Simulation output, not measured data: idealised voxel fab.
process module | voxel gate over fins
cross-section cut | 210 nm wide | cells 5 nm
A cross-section is a grid of square cells, given in bands from the top down. A band is one or more rows of cells.
Each band's line starts with the height of the band's top and of its bottom, in nm. Then come its materials from left to right, each with its width in nm. One material with "throughout" fills the band from edge to edge. "air" is empty space.
Height 0 is the level under which the wafer as received is all one material. The lowest band goes on downwards, as in "0 down".
A width such as "30 to 40" changes by the same amount from each row of cells to the next, from the band's top row to its bottom row.
"no change" after a step means that no cell of the cross-section changed.
closed voids: empty space of 8 cells or more with no open way to the top, each as width x height at its distance from the left edge, in nm
after a step's settings: what the simulator itself notes on the step
overlay nm, on a step with a mask: how far to the right of its planned place the mask lay; to the left if negative
plan
1 op RECEIVE | material Si
2 op CONFORMAL_DEP | material SiN | thk nm 5
3 op DIRECTIONAL_DEP | material aC | thk nm 10
4 op PATTERN | tone cover | mask id FINS | material resist | width nm 15 | pitch nm 45 | thk nm 30 | overlay nm 0
5 op DIRECTIONAL_ETCH | etch materials aC | depth nm 10
6 op STRIP | etch materials resist
7 op DIRECTIONAL_ETCH | etch materials SiN | depth nm 5
8 op DIRECTIONAL_ETCH | etch materials Si | depth nm 35
9 op STRIP | etch materials aC
10 op OXIDIZE | depth nm 5
11 op FILL_DEP | material SiO2 | thk nm 15
12 op CMP | height nm 5
13 op SELECTIVE_ETCH | etch materials SiO2 | depth nm 20
14 op STRIP | etch materials SiN
15 op CONFORMAL_DEP | material HfO2 | thk nm 5
16 op CONFORMAL_DEP | material TiN | thk nm 5
17 op FILL_DEP | material W | thk nm 10
18 op CMP | height nm 15
19 op CONFORMAL_DEP | material SiN | thk nm 10
first wafer, as planned
as received, after step 1
  0 down: Si throughout
  closed voids: none
after step 2
  5 to 0: SiN throughout
  below 0: unchanged
after step 3
  15 to 5: aC throughout
  below 5: unchanged
after step 4
  45 to 15: air 50 | resist 15 | air 30 | resist 15 | air 30 | resist 15 | air 55
  below 15: unchanged
after step 5
  35 to 15: air 50 | resist 15 | air 30 | resist 15 | air 30 | resist 15 | air 55
  15 to 5: air 50 | aC 15 | air 30 | aC 15 | air 30 | aC 15 | air 55
  below 5: unchanged
after step 6
  15 to 5: air 50 | aC 15 | air 30 | aC 15 | air 30 | aC 15 | air 55
  below 5: unchanged
after step 7
  15 to 5: air 50 | aC 15 | air 30 | aC 15 | air 30 | aC 15 | air 55
  5 to 0: air 50 | SiN 15 | air 30 | SiN 15 | air 30 | SiN 15 | air 55
  below 0: unchanged
after step 8
  15 to 5: air 50 | aC 15 | air 30 | aC 15 | air 30 | aC 15 | air 55
  5 to 0: air 50 | SiN 15 | air 30 | SiN 15 | air 30 | SiN 15 | air 55
  0 to -35: air 50 | Si 15 | air 30 | Si 15 | air 30 | Si 15 | air 55
  below -35: unchanged
after step 9
  5 to 0: air 50 | SiN 15 | air 30 | SiN 15 | air 30 | SiN 15 | air 55
  below 0: unchanged
after step 10
  5 to 0: air 50 | SiN 15 | air 30 | SiN 15 | air 30 | SiN 15 | air 55
  0 to -35: air 50 | SiO2 5 | Si 5 | SiO2 5 | air 30 | SiO2 5 | Si 5 | SiO2 5 | air 30 | SiO2 5 | Si 5 | SiO2 5 | air 55
  -35 to -40: SiO2 55 | Si 5 | SiO2 40 | Si 5 | SiO2 40 | Si 5 | SiO2 60
  below -40: unchanged
after step 11
  20 to 5: SiO2 throughout
  5 to 0: SiO2 50 | SiN 15 | SiO2 30 | SiN 15 | SiO2 30 | SiN 15 | SiO2 55
  0 to -40: SiO2 55 | Si 5 | SiO2 40 | Si 5 | SiO2 40 | Si 5 | SiO2 60
  below -40: unchanged
after step 12
  5 to 0: SiO2 50 | SiN 15 | SiO2 30 | SiN 15 | SiO2 30 | SiN 15 | SiO2 55
  below 0: unchanged
after step 13
  5 to 0: air 50 | SiN 15 | air 30 | SiN 15 | air 30 | SiN 15 | air 55
  0 to -15: air 55 | Si 5 | air 40 | Si 5 | air 40 | Si 5 | air 60
  below -15: unchanged
after step 14
  0 to -15: air 55 | Si 5 | air 40 | Si 5 | air 40 | Si 5 | air 60
  below -15: unchanged
after step 15
  5 to 0: air 50 | HfO2 15 | air 30 | HfO2 15 | air 30 | HfO2 15 | air 55
  0 to -10: air 50 | HfO2 5 | Si 5 | HfO2 5 | air 30 | HfO2 5 | Si 5 | HfO2 5 | air 30 | HfO2 5 | Si 5 | HfO2 5 | air 55
  -10 to -15: HfO2 55 | Si 5 | HfO2 40 | Si 5 | HfO2 40 | Si 5 | HfO2 60
  below -15: unchanged
after step 16
  10 to 5: air 45 | TiN 25 | air 20 | TiN 25 | air 20 | TiN 25 | air 50
  5 to 0: air 45 | TiN 5 | HfO2 15 | TiN 5 | air 20 | TiN 5 | HfO2 15 | TiN 5 | air 20 | TiN 5 | HfO2 15 | TiN 5 | air 50
  0 to -5: air 45 | TiN 5 | HfO2 5 | Si 5 | HfO2 5 | TiN 5 | air 20 | TiN 5 | HfO2 5 | Si 5 | HfO2 5 | TiN 5 | air 20 | TiN 5 | HfO2 5 | Si 5 | HfO2 5 | TiN 5 | air 50
  -5 to -10: TiN 50 | HfO2 5 | Si 5 | HfO2 5 | TiN 30 | HfO2 5 | Si 5 | HfO2 5 | TiN 30 | HfO2 5 | Si 5 | HfO2 5 | TiN 55
  below -10: unchanged
after step 17
  20 to 10: W throughout
  10 to 5: W 45 | TiN 25 | W 20 | TiN 25 | W 20 | TiN 25 | W 50
  5 to 0: W 45 | TiN 5 | HfO2 15 | TiN 5 | W 20 | TiN 5 | HfO2 15 | TiN 5 | W 20 | TiN 5 | HfO2 15 | TiN 5 | W 50
  0 to -5: W 45 | TiN 5 | HfO2 5 | Si 5 | HfO2 5 | TiN 5 | W 20 | TiN 5 | HfO2 5 | Si 5 | HfO2 5 | TiN 5 | W 20 | TiN 5 | HfO2 5 | Si 5 | HfO2 5 | TiN 5 | W 50
  below -5: unchanged
after step 18
  15 to 10: W throughout
  below 10: unchanged
after step 19
  25 to 15: SiN throughout
  below 15: unchanged
second wafer: like start, like plan, one mistake. Through step 12 it matches the first wafer
when step 13 should have ended
  5 to 0: SiO2 50 | air 15 | SiO2 30 | air 15 | SiO2 30 | air 15 | SiO2 55
  below 0: unchanged
when step 14 should have ended
  0 to -15: air 55 | Si 5 | air 40 | Si 5 | air 40 | Si 5 | air 60
  -15 to -20: SiO2 30 | air 25 | Si 5 | air 40 | Si 5 | air 40 | Si 5 | air 25 | SiO2 35
  below -20: unchanged
when step 15 should have ended
  5 to 0: air 50 | HfO2 15 | air 30 | HfO2 15 | air 30 | HfO2 15 | air 55
  0 to -10: air 50 | HfO2 5 | Si 5 | HfO2 5 | air 30 | HfO2 5 | Si 5 | HfO2 5 | air 30 | HfO2 5 | Si 5 | HfO2 5 | air 55
  -10 to -15: HfO2 35 | air 15 | HfO2 5 | Si 5 | HfO2 5 | air 30 | HfO2 5 | Si 5 | HfO2 5 | air 30 | HfO2 5 | Si 5 | HfO2 5 | air 15 | HfO2 40
  -15 to -20: SiO2 30 | HfO2 25 | Si 5 | HfO2 40 | Si 5 | HfO2 40 | Si 5 | HfO2 25 | SiO2 35
  below -20: unchanged
when step 16 should have ended
  10 to 5: air 45 | TiN 25 | air 20 | TiN 25 | air 20 | TiN 25 | air 50
  5 to 0: air 45 | TiN 5 | HfO2 15 | TiN 5 | air 20 | TiN 5 | HfO2 15 | TiN 5 | air 20 | TiN 5 | HfO2 15 | TiN 5 | air 50
  0 to -5: air 45 | TiN 5 | HfO2 5 | Si 5 | HfO2 5 | TiN 5 | air 20 | TiN 5 | HfO2 5 | Si 5 | HfO2 5 | TiN 5 | air 20 | TiN 5 | HfO2 5 | Si 5 | HfO2 5 | TiN 5 | air 50
  -5 to -10: TiN 40 | air 5 | TiN 5 | HfO2 5 | Si 5 | HfO2 5 | TiN 5 | air 20 | TiN 5 | HfO2 5 | Si 5 | HfO2 5 | TiN 5 | air 20 | TiN 5 | HfO2 5 | Si 5 | HfO2 5 | TiN 5 | air 5 | TiN 45
  -10 to -15: HfO2 35 | TiN 15 | HfO2 5 | Si 5 | HfO2 5 | TiN 30 | HfO2 5 | Si 5 | HfO2 5 | TiN 30 | HfO2 5 | Si 5 | HfO2 5 | TiN 15 | HfO2 40
  below -15: unchanged
when step 17 should have ended
  20 to 10: W throughout
  10 to 5: W 45 | TiN 25 | W 20 | TiN 25 | W 20 | TiN 25 | W 50
  5 to 0: W 45 | TiN 5 | HfO2 15 | TiN 5 | W 20 | TiN 5 | HfO2 15 | TiN 5 | W 20 | TiN 5 | HfO2 15 | TiN 5 | W 50
  0 to -5: W 45 | TiN 5 | HfO2 5 | Si 5 | HfO2 5 | TiN 5 | W 20 | TiN 5 | HfO2 5 | Si 5 | HfO2 5 | TiN 5 | W 20 | TiN 5 | HfO2 5 | Si 5 | HfO2 5 | TiN 5 | W 50
  -5 to -10: TiN 40 | W 5 | TiN 5 | HfO2 5 | Si 5 | HfO2 5 | TiN 5 | W 20 | TiN 5 | HfO2 5 | Si 5 | HfO2 5 | TiN 5 | W 20 | TiN 5 | HfO2 5 | Si 5 | HfO2 5 | TiN 5 | W 5 | TiN 45
  below -10: unchanged
when step 18 should have ended
  15 to 10: W throughout
  below 10: unchanged
when step 19 should have ended
  25 to 15: SiN throughout
  below 15: unchanged
what went wrong: steps 13 and 14 were swapped
at the end the second wafer has, in cells: 8 more of HfO2 | 26 fewer of SiO2 | 8 more of TiN | 10 more of W
